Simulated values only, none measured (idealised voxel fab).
A process module follows: voxel tone inversion.
Cross-section cut spans 210 nm and uses square cells 5 nm in size.
Throughout this document, each cross-section is represented as a grid of square cells and is presented as a sequence of bands enumerated from the top downward, where a band comprises one or more rows of cells. Top height, bottom height, nm. Materials left to right, width each, nm. Single material + "edge to edge" = fills band edge to edge. "blank" = empty. Basically, 0 is our baseline, since under it the wafer straight out of the box is all one material. The bottom band has no lower end and keeps on going down, so it looks like "0..down". Quick explanation for "30..40": the width changes in equal steps down the rows of cells, from the first number in the band's top row to the second number in its bottom row. Basically "everything unchanged" means that step didn't change any cell in the cross-section. In "Closed void table" the enclosed voids are listed, meaning empty spaces of 8 cells or larger without any opening to the top. The form is width x height at distance, distance from the left edge, units nm. Anything after a step's settings on that line? It's the simulator's own note about the step. The "overlay nm" setting may appear on a step's line; for a step that uses a mask, it gives how far to the right of its planned position the mask lay, and a negative value indicates the left.

Steps in the process plan:
1 RECEIVE with material Si
2 CONFORMAL_DEP with material SiCN, thk nm 5
3 DIRECTIONAL_DEP with material aC, thk nm 25
4 PATTERN with tone cover, mask id POSTS, material resist, width nm 15, pitch nm 40, thk nm 30, overlay nm 0
5 DIRECTIONAL_ETCH with etch materials aC, depth nm 25
6 STRIP with etch materials resist
7 FILL_DEP with material lowk, thk nm 5
8 CMP with height nm 30
9 STRIP with etch materials aC
10 CONFORMAL_DEP with material TiN, thk nm 5
11 FILL_DEP with material Ru, thk nm 10
12 CMP with height nm 30
13 CONFORMAL_DEP with material SiCN, thk nm 5

Run as planned: first of two wafers:

Cross-section: wafer on arrival = after step 1:
	0..down  Si edge to edge
	Closed void table: none

Sectional view: wafer, after step 2:
	5..0  SiCN edge to edge
	Lower than 0, everything is as it was.

Sectional view: wafer, after step 3:
	30..5  aC edge to edge
	Lower than 5, everything is as it was.

Sectional view: wafer, after step 4:
	60..30  blank=75 | resist=15 | blank=25 | resist=15 | blank=80
	Lower than 30, everything is as it was.

Sectional view: wafer, after step 5:
	35..30  blank=75 | resist=15 | blank=25 | resist=15 | blank=80
	30..5  blank=75 | aC=15 | blank=25 | aC=15 | blank=80
	Lower than 5, everything is as it was.

Sectional view: wafer, after step 6:
	30..5  blank=75 | aC=15 | blank=25 | aC=15 | blank=80
	Lower than 5, everything is as it was.

Sectional view: wafer, after step 7:
	35..30  lowk edge to edge
	30..5  lowk=75 | aC=15 | lowk=25 | aC=15 | lowk=80
	Lower than 5, everything is as it was.

Sectional view: wafer, after step 8:
	30..5  lowk=75 | aC=15 | lowk=25 | aC=15 | lowk=80
	Lower than 5, everything is as it was.

Sectional view: wafer, after step 9:
	30..5  lowk=75 | blank=15 | lowk=25 | blank=15 | lowk=80
	Lower than 5, everything is as it was.

Sectional view: wafer, after step 10:
	35..30  TiN=80 | blank=5 | TiN=35 | blank=5 | TiN=85
	30..10  lowk=75 | TiN=5 | blank=5 | TiN=5 | lowk=25 | TiN=5 | blank=5 | TiN=5 | lowk=80
	10..5  lowk=75 | TiN=15 | lowk=25 | TiN=15 | lowk=80
	Lower than 5, everything is as it was.

Sectional view: wafer, after step 11:
	45..35  Ru edge to edge
	35..30  TiN=80 | Ru=5 | TiN=35 | Ru=5 | TiN=85
	30..10  lowk=75 | TiN=5 | Ru=5 | TiN=5 | lowk=25 | TiN=5 | Ru=5 | TiN=5 | lowk=80
	Lower than 10, everything is as it was.

Sectional view: wafer, after step 12:
	30..10  lowk=75 | TiN=5 | Ru=5 | TiN=5 | lowk=25 | TiN=5 | Ru=5 | TiN=5 | lowk=80
	Lower than 10, everything is as it was.

Sectional view: wafer, after step 13:
	35..30  SiCN edge to edge
	Lower than 30, everything is as it was.

second wafer: like start, like plan, one mistake. Through step 3 it matches the first wafer:

What the second wafer looks like in cross-section when step 4 should have wrapped up:
	60..30  resist=75 | blank=15 | resist=25 | blank=15 | resist=80
	Lower than 30, everything is as it was.

What the second wafer looks like in cross-section when step 5 should have wrapped up:
	35..30  resist=75 | blank=15 | resist=25 | blank=15 | resist=80
	30..5  aC=75 | blank=15 | aC=25 | blank=15 | aC=80
	Lower than 5, everything is as it was.

What the second wafer looks like in cross-section when step 6 should have wrapped up:
	30..5  aC=75 | blank=15 | aC=25 | blank=15 | aC=80
	Lower than 5, everything is as it was.

What the second wafer looks like in cross-section when step 7 should have wrapped up:
	35..30  lowk edge to edge
	30..5  aC=75 | lowk=15 | aC=25 | lowk=15 | aC=80
	Lower than 5, everything is as it was.

What the second wafer looks like in cross-section when step 8 should have wrapped up:
	30..5  aC=75 | lowk=15 | aC=25 | lowk=15 | aC=80
	Lower than 5, everything is as it was.

What the second wafer looks like in cross-section when step 9 should have wrapped up:
	30..5  blank=75 | lowk=15 | blank=25 | lowk=15 | blank=80
	Lower than 5, everything is as it was.

What the second wafer looks like in cross-section when step 10 should have wrapped up:
	35..30  blank=70 | TiN=25 | blank=15 | TiN=25 | blank=75
	30..10  blank=70 | TiN=5 | lowk=15 | TiN=5 | blank=15 | TiN=5 | lowk=15 | TiN=5 | blank=75
	10..5  TiN=75 | lowk=15 | TiN=25 | lowk=15 | TiN=80
	Lower than 5, everything is as it was.

What the second wafer looks like in cross-section when step 11 should have wrapped up:
	45..35  Ru edge to edge
	35..30  Ru=70 | TiN=25 | Ru=15 | TiN=25 | Ru=75
	30..10  Ru=70 | TiN=5 | lowk=15 | TiN=5 | Ru=15 | TiN=5 | lowk=15 | TiN=5 | Ru=75
	Lower than 10, everything is as it was.

What the second wafer looks like in cross-section when step 12 should have wrapped up:
	30..10  Ru=70 | TiN=5 | lowk=15 | TiN=5 | Ru=15 | TiN=5 | lowk=15 | TiN=5 | Ru=75
	Lower than 10, everything is as it was.

What the second wafer looks like in cross-section when step 13 should have wrapped up:
	35..30  SiCN edge to edge
	Lower than 30, everything is as it was.
The plan and the run diverged here: step 4 ran with different settings than intended, the actual operation and settings being PATTERN with tone open, mask id POSTS, material resist, width nm 15, pitch nm 40, thk nm 30, overlay nm 0
The closing comparison, in cells, has the second wafer with more or fewer of some materials than the first: Ru: 120 more; TiN: 30 more; lowk: 150 fewer
